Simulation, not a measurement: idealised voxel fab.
The following is a process module called voxel self aligned vias.
For reference, the cross-section in this document is cut, with width 180 nm and square cells of 5 nm.
Heads up, the way a cross-section reads in here is a grid of square cells, handed over as bands from the top down, with every band being one or more rows of cells.
The band entry comprises the height of the band's top followed by the height of its bottom, expressed in nm, and subsequently the band's materials from left to right, each stated together with its width in nm. Where a single material is marked with the word "everywhere", that material fills the band from edge to edge. The word "blank" represents empty space.
Heights are measured from 0, the level below which the as-received wafer is all one material; the lowest band has no bottom and continues downward, written as in "z 0 and below".
The notation "30->40" denotes a width that varies across the rows of cells in the band, beginning at the first number in the top row, finishing at the second number in the bottom row, and changing by an identical amount from each row to the next.
When a step is marked "identical to before", none of the cells in the cross-section changed during that step.
"Sealed void list" contains a list of empty spaces, each no smaller than 8 cells and without an open way to the top, written in the form width x height at distance with the distance from the left edge and all three in nm.
Note: text after step settings on the step line = simulator remark on that step.
Each step line may optionally specify "overlay nm", which for a step with a mask gives the rightward distance between the mask's planned place and where it lay, a negative value indicating the leftward direction.
Steps in the process plan
1) RECEIVE [material Si]
2) CONFORMAL_DEP [material SiO2] [thk nm 10]
3) CONFORMAL_DEP [material SiCN] [thk nm 5]
4) DIRECTIONAL_DEP [material lowk] [thk nm 25]
5) MASKED_ETCH [tone open] [mask id LINES] [width nm 30] [pitch nm 75] [etch materials lowk] [depth nm 25] [overlay nm 0]
6) CONFORMAL_DEP [material TiN] [thk nm 5]
7) FILL_DEP [material Ru] [thk nm 5]
8) CMP [height nm 40]
9) SELECTIVE_ETCH [etch materials W Ru TiN] [depth nm 5]
10) FILL_DEP [material SiN] [thk nm 5]
11) CMP [height nm 40]
12) DIRECTIONAL_DEP [material lowk] [thk nm 20]
13) DIRECTIONAL_DEP [material aC] [thk nm 15]
14) PATTERN [tone open] [mask id VIAS] [material resist] [width nm 50] [pitch nm 75] [thk nm 30] [overlay nm 0]
15) DIRECTIONAL_ETCH [etch materials aC] [depth nm 15]
16) STRIP [etch materials resist]
17) DIRECTIONAL_ETCH [etch materials lowk] [depth nm 20]
18) DIRECTIONAL_ETCH [etch materials SiN] [depth nm 5]
19) STRIP [etch materials aC]
20) CONFORMAL_DEP [material TiN] [thk nm 5]
21) FILL_DEP [material Ru] [thk nm 5]
22) CMP [height nm 60]
23) CONFORMAL_DEP [material SiN] [thk nm 5]
So this is the incoming wafer in cross-section - it's already been through step 1
  z 0 and below  Si everywhere
  Sealed void list: none
Starting wafer: above. Plan: above. Run: one mistake. Cross-section after the module: below
  z 65 to 60  SiN everywhere
  z 60 to 40  25 of lowk / 5 of TiN / 40 of Ru / 5 of TiN / 25 of lowk / 5 of TiN / 40 of Ru / 5 of TiN / 30 of lowk
  z 40 to 35  25 of SiN / 50 of TiN / 25 of SiN / 50 of TiN / 30 of SiN
  z 35 to 15  35 of lowk / 5 of TiN / 20 of Ru / 5 of TiN / 45 of lowk / 5 of TiN / 20 of Ru / 5 of TiN / 40 of lowk
  z 15 to 10  35 of lowk / 30 of TiN / 45 of lowk / 30 of TiN / 40 of lowk
  z 10 to 0  SiO2 everywhere
  z 0 and below  Si everywhere
  Sealed void list: none
Nonconformance to the process plan: step 3 was dropped from the plan's execution and never run
